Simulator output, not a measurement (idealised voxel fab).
The process module that follows is named voxel wiring stack.
The figure presents cross-section cut, which has a width of 250 nm and is divided into square cells with an edge length of 5 nm.
Reading order for cross-sections: top band down to bottom band. Underlying form: a grid of square cells. Band size: one or more rows of cells. Band: top and bottom heights (nm) first, top before bottom; then materials from left to right, widths in nm. "full width" marks a sole material filling the band edge to edge. "empty" denotes empty space. We count height from 0. Below that, the starting wafer is all one material. The lowest band never ends at the bottom but goes on down; see "from 0 down" for how that is written. So if you see something like "30 to 40" for the width, read it as the top row of the band sitting at the first number and the bottom row at the second, with every row in between moving by the same amount as the last. When a step is marked "nothing altered", none of the cells in the cross-section changed during that step. So "Completely sealed voids" is basically the list of trapped voids: any empty space of 8 cells or more that can't reach the top through an opening. They're written width x height at distance, the distance being from the left edge, and it's all nm. What comes after the settings on a step's line is commentary from the simulator itself on that step. The optional step-line setting "overlay nm" applies to steps with a mask and quantifies how far to the right of its planned location the mask lay, a negative value indicating leftward placement.

### Listed below are the process steps as planned
1 RECEIVE | material Si
2 CONFORMAL_DEP | material SiO2 | thk nm 10
3 CONFORMAL_DEP | material SiN | thk nm 5
4 DIRECTIONAL_DEP | material lowk | thk nm 20
5 DIRECTIONAL_DEP | material aC | thk nm 15
6 PATTERN | tone open | mask id METAL_1 | material resist | width nm 25 | pitch nm 50 | thk nm 30 | overlay nm 0
7 DIRECTIONAL_ETCH | etch materials aC | depth nm 15
8 STRIP | etch materials resist
9 DIRECTIONAL_ETCH | etch materials lowk | depth nm 20
10 DIRECTIONAL_ETCH | etch materials SiN | depth nm 5
11 STRIP | etch materials aC
12 CONFORMAL_DEP | material TiN | thk nm 5
13 FILL_DEP | material Cu | thk nm 5
14 CMP | height nm 35
15 CONFORMAL_DEP | material SiCN | thk nm 5
16 DIRECTIONAL_DEP | material lowk | thk nm 25
17 DIRECTIONAL_DEP | material aC | thk nm 15
18 PATTERN | tone open | mask id METAL_2_HOLES | material resist | width nm 15 | pitch nm 100 | thk nm 35 | overlay nm 0
19 DIRECTIONAL_ETCH | etch materials aC | depth nm 15
20 STRIP | etch materials resist
21 DIRECTIONAL_ETCH | etch materials lowk | depth nm 25
22 STRIP | etch materials aC
23 PATTERN | tone open | mask id METAL_2 | material resist | width nm 25 | pitch nm 50 | thk nm 15 | overlay nm 0
24 DIRECTIONAL_ETCH | etch materials lowk | depth nm 15
25 DIRECTIONAL_ETCH | etch materials SiCN | depth nm 5
26 STRIP | etch materials resist
27 CONFORMAL_DEP | material TiN | thk nm 5
28 FILL_DEP | material Ru | thk nm 5
29 CMP | height nm 65
30 CONFORMAL_DEP | material SiCN | thk nm 5
31 DIRECTIONAL_DEP | material lowk | thk nm 35
32 DIRECTIONAL_DEP | material aC | thk nm 15
33 PATTERN | tone open | mask id METAL_3 | material resist | width nm 25 | pitch nm 50 | thk nm 30 | overlay nm 0
34 DIRECTIONAL_ETCH | etch materials aC | depth nm 15
35 STRIP | etch materials resist
36 DIRECTIONAL_ETCH | etch materials lowk | depth nm 20
37 STRIP | etch materials aC
38 MASKED_ETCH | tone open | mask id METAL_3_HOLES | width nm 15 | pitch nm 100 | etch materials lowk | depth nm 15 | overlay nm 0
39 MASKED_ETCH | tone open | mask id METAL_3_HOLES | width nm 15 | pitch nm 100 | etch materials SiCN | depth nm 5 | overlay nm 0
40 CONFORMAL_DEP | material TiN | thk nm 5
41 FILL_DEP | material Cu | thk nm 10
42 CMP | height nm 105
43 CONFORMAL_DEP | material SiCN | thk nm 5
44 DIRECTIONAL_DEP | material SiO2 | thk nm 35
45 PATTERN | tone open | mask id METAL_4 | material resist | width nm 25 | pitch nm 50 | thk nm 20 | overlay nm 0
46 DIRECTIONAL_ETCH | etch materials SiO2 | depth nm 20
47 STRIP | etch materials resist
48 MASKED_ETCH | tone open | mask id METAL_4_HOLES | width nm 15 | pitch nm 50 | etch materials SiO2 | depth nm 15 | overlay nm 0
49 MASKED_ETCH | tone open | mask id METAL_4_HOLES | width nm 15 | pitch nm 50 | etch materials SiCN | depth nm 5 | overlay nm 0
50 CONFORMAL_DEP | material TiN | thk nm 5
51 FILL_DEP | material Cu | thk nm 10
52 CMP | height nm 145
53 CONFORMAL_DEP | material SiCN | thk nm 5

### Cross-section: wafer on arrival = after step 1
from 0 down  Si full width
Completely sealed voids: none

### First of two wafers: cross-section at end of module, run per plan
from 150 to 145  SiCN full width
from 145 to 130  SiO2 35 nm, then TiN 5 nm, then Cu 15 nm, then TiN 5 nm, then SiO2 25 nm, then TiN 5 nm, then Cu 15 nm, then TiN 5 nm, then SiO2 25 nm, then TiN 5 nm, then Cu 15 nm, then TiN 5 nm, then SiO2 25 nm, then TiN 5 nm, then Cu 15 nm, then TiN 5 nm, then SiO2 40 nm
from 130 to 125  SiO2 35 nm, then TiN 5 nm, then Cu 5 nm, then TiN 15 nm, then SiO2 25 nm, then TiN 5 nm, then Cu 5 nm, then TiN 15 nm, then SiO2 25 nm, then TiN 5 nm, then Cu 5 nm, then TiN 15 nm, then SiO2 25 nm, then TiN 5 nm, then Cu 5 nm, then TiN 15 nm, then SiO2 40 nm
from 125 to 110  SiO2 35 nm, then TiN 5 nm, then Cu 5 nm, then TiN 5 nm, then SiO2 35 nm, then TiN 5 nm, then Cu 5 nm, then TiN 5 nm, then SiO2 35 nm, then TiN 5 nm, then Cu 5 nm, then TiN 5 nm, then SiO2 35 nm, then TiN 5 nm, then Cu 5 nm, then TiN 5 nm, then SiO2 50 nm
from 110 to 105  SiCN 35 nm, then TiN 15 nm, then SiCN 35 nm, then TiN 15 nm, then SiCN 35 nm, then TiN 15 nm, then SiCN 35 nm, then TiN 15 nm, then SiCN 50 nm
from 105 to 90  lowk 35 nm, then TiN 5 nm, then Cu 15 nm, then TiN 5 nm, then lowk 25 nm, then TiN 5 nm, then Cu 15 nm, then TiN 5 nm, then lowk 25 nm, then TiN 5 nm, then Cu 15 nm, then TiN 5 nm, then lowk 25 nm, then TiN 5 nm, then Cu 15 nm, then TiN 5 nm, then lowk 40 nm
from 90 to 85  lowk 35 nm, then TiN 5 nm, then Cu 5 nm, then TiN 15 nm, then lowk 25 nm, then TiN 25 nm, then lowk 25 nm, then TiN 5 nm, then Cu 5 nm, then TiN 15 nm, then lowk 25 nm, then TiN 25 nm, then lowk 40 nm
from 85 to 70  lowk 35 nm, then TiN 5 nm, then Cu 5 nm, then TiN 5 nm, then lowk 85 nm, then TiN 5 nm, then Cu 5 nm, then TiN 5 nm, then lowk 100 nm
from 70 to 65  SiCN 35 nm, then TiN 15 nm, then SiCN 85 nm, then TiN 15 nm, then SiCN 100 nm
from 65 to 55  lowk 35 nm, then TiN 5 nm, then Ru 15 nm, then TiN 5 nm, then lowk 25 nm, then TiN 5 nm, then Ru 15 nm, then TiN 5 nm, then lowk 25 nm, then TiN 5 nm, then Ru 15 nm, then TiN 5 nm, then lowk 25 nm, then TiN 5 nm, then Ru 15 nm, then TiN 5 nm, then lowk 40 nm
from 55 to 50  lowk 35 nm, then TiN 5 nm, then Ru 5 nm, then TiN 15 nm, then lowk 25 nm, then TiN 25 nm, then lowk 25 nm, then TiN 5 nm, then Ru 5 nm, then TiN 15 nm, then lowk 25 nm, then TiN 25 nm, then lowk 40 nm
from 50 to 40  lowk 35 nm, then TiN 5 nm, then Ru 5 nm, then TiN 5 nm, then lowk 85 nm, then TiN 5 nm, then Ru 5 nm, then TiN 5 nm, then lowk 100 nm
from 40 to 35  SiCN 35 nm, then TiN 15 nm, then SiCN 85 nm, then TiN 15 nm, then SiCN 100 nm
from 35 to 15  lowk 35 nm, then TiN 5 nm, then Cu 15 nm, then TiN 5 nm, then lowk 25 nm, then TiN 5 nm, then Cu 15 nm, then TiN 5 nm, then lowk 25 nm, then TiN 5 nm, then Cu 15 nm, then TiN 5 nm, then lowk 25 nm, then TiN 5 nm, then Cu 15 nm, then TiN 5 nm, then lowk 40 nm
from 15 to 10  SiN 35 nm, then TiN 25 nm, then SiN 25 nm, then TiN 25 nm, then SiN 25 nm, then TiN 25 nm, then SiN 25 nm, then TiN 25 nm, then SiN 40 nm
from 10 to 0  SiO2 full width
from 0 down  Si full width
Completely sealed voids: none

### Wafer two, end of module, cross-section. Same start, same plan as wafer one. One mistake in the run
from 150 to 145  SiCN full width
from 145 to 140  Cu full width
from 140 to 135  TiN 40 nm, then Cu 15 nm, then TiN 35 nm, then Cu 15 nm, then TiN 35 nm, then Cu 15 nm, then TiN 35 nm, then Cu 15 nm, then TiN 45 nm
from 135 to 120  SiO2 35 nm, then TiN 5 nm, then Cu 15 nm, then TiN 5 nm, then SiO2 25 nm, then TiN 5 nm, then Cu 15 nm, then TiN 5 nm, then SiO2 25 nm, then TiN 5 nm, then Cu 15 nm, then TiN 5 nm, then SiO2 25 nm, then TiN 5 nm, then Cu 15 nm, then TiN 5 nm, then SiO2 40 nm
from 120 to 110  SiO2 35 nm, then TiN 5 nm, then Cu 5 nm, then TiN 15 to 5 nm, then SiO2 25 to 35 nm, then TiN 5 nm, then Cu 5 nm, then TiN 15 to 5 nm, then SiO2 25 to 35 nm, then TiN 5 nm, then Cu 5 nm, then TiN 15 to 5 nm, then SiO2 25 to 35 nm, then TiN 5 nm, then Cu 5 nm, then TiN 15 to 5 nm, then SiO2 40 to 50 nm
from 110 to 105  SiCN 35 nm, then TiN 15 nm, then SiCN 35 nm, then TiN 15 nm, then SiCN 35 nm, then TiN 15 nm, then SiCN 35 nm, then TiN 15 nm, then SiCN 50 nm
from 105 to 90  lowk 35 nm, then TiN 5 nm, then Cu 15 nm, then TiN 5 nm, then lowk 25 nm, then TiN 5 nm, then Cu 15 nm, then TiN 5 nm, then lowk 25 nm, then TiN 5 nm, then Cu 15 nm, then TiN 5 nm, then lowk 25 nm, then TiN 5 nm, then Cu 15 nm, then TiN 5 nm, then lowk 40 nm
from 90 to 85  lowk 35 nm, then TiN 5 nm, then Cu 5 nm, then TiN 15 nm, then lowk 25 nm, then TiN 25 nm, then lowk 25 nm, then TiN 5 nm, then Cu 5 nm, then TiN 15 nm, then lowk 25 nm, then TiN 25 nm, then lowk 40 nm
from 85 to 70  lowk 35 nm, then TiN 5 nm, then Cu 5 nm, then TiN 5 nm, then lowk 85 nm, then TiN 5 nm, then Cu 5 nm, then TiN 5 nm, then lowk 100 nm
from 70 to 65  SiCN 35 nm, then TiN 15 nm, then SiCN 85 nm, then TiN 15 nm, then SiCN 100 nm
from 65 to 55  lowk 35 nm, then TiN 5 nm, then Ru 15 nm, then TiN 5 nm, then lowk 25 nm, then TiN 5 nm, then Ru 15 nm, then TiN 5 nm, then lowk 25 nm, then TiN 5 nm, then Ru 15 nm, then TiN 5 nm, then lowk 25 nm, then TiN 5 nm, then Ru 15 nm, then TiN 5 nm, then lowk 40 nm
from 55 to 50  lowk 35 nm, then TiN 5 nm, then Ru 5 nm, then TiN 15 nm, then lowk 25 nm, then TiN 25 nm, then lowk 25 nm, then TiN 5 nm, then Ru 5 nm, then TiN 15 nm, then lowk 25 nm, then TiN 25 nm, then lowk 40 nm
from 50 to 40  lowk 35 nm, then TiN 5 nm, then Ru 5 nm, then TiN 5 nm, then lowk 85 nm, then TiN 5 nm, then Ru 5 nm, then TiN 5 nm, then lowk 100 nm
from 40 to 35  SiCN 35 nm, then TiN 15 nm, then SiCN 85 nm, then TiN 15 nm, then SiCN 100 nm
from 35 to 15  lowk 35 nm, then TiN 5 nm, then Cu 15 nm, then TiN 5 nm, then lowk 25 nm, then TiN 5 nm, then Cu 15 nm, then TiN 5 nm, then lowk 25 nm, then TiN 5 nm, then Cu 15 nm, then TiN 5 nm, then lowk 25 nm, then TiN 5 nm, then Cu 15 nm, then TiN 5 nm, then lowk 40 nm
from 15 to 10  SiN 35 nm, then TiN 25 nm, then SiN 25 nm, then TiN 25 nm, then SiN 25 nm, then TiN 25 nm, then SiN 25 nm, then TiN 25 nm, then SiN 40 nm
from 10 to 0  SiO2 full width
from 0 down  Si full width
Completely sealed voids: none
Run error: step 44 deviated from plan and actually ran as DIRECTIONAL_DEP | material SiO2 | thk nm 25
The final cell counts differ between the wafers, with the second having more or fewer of some materials than the first: Cu +54; SiO2 -76; TiN +22
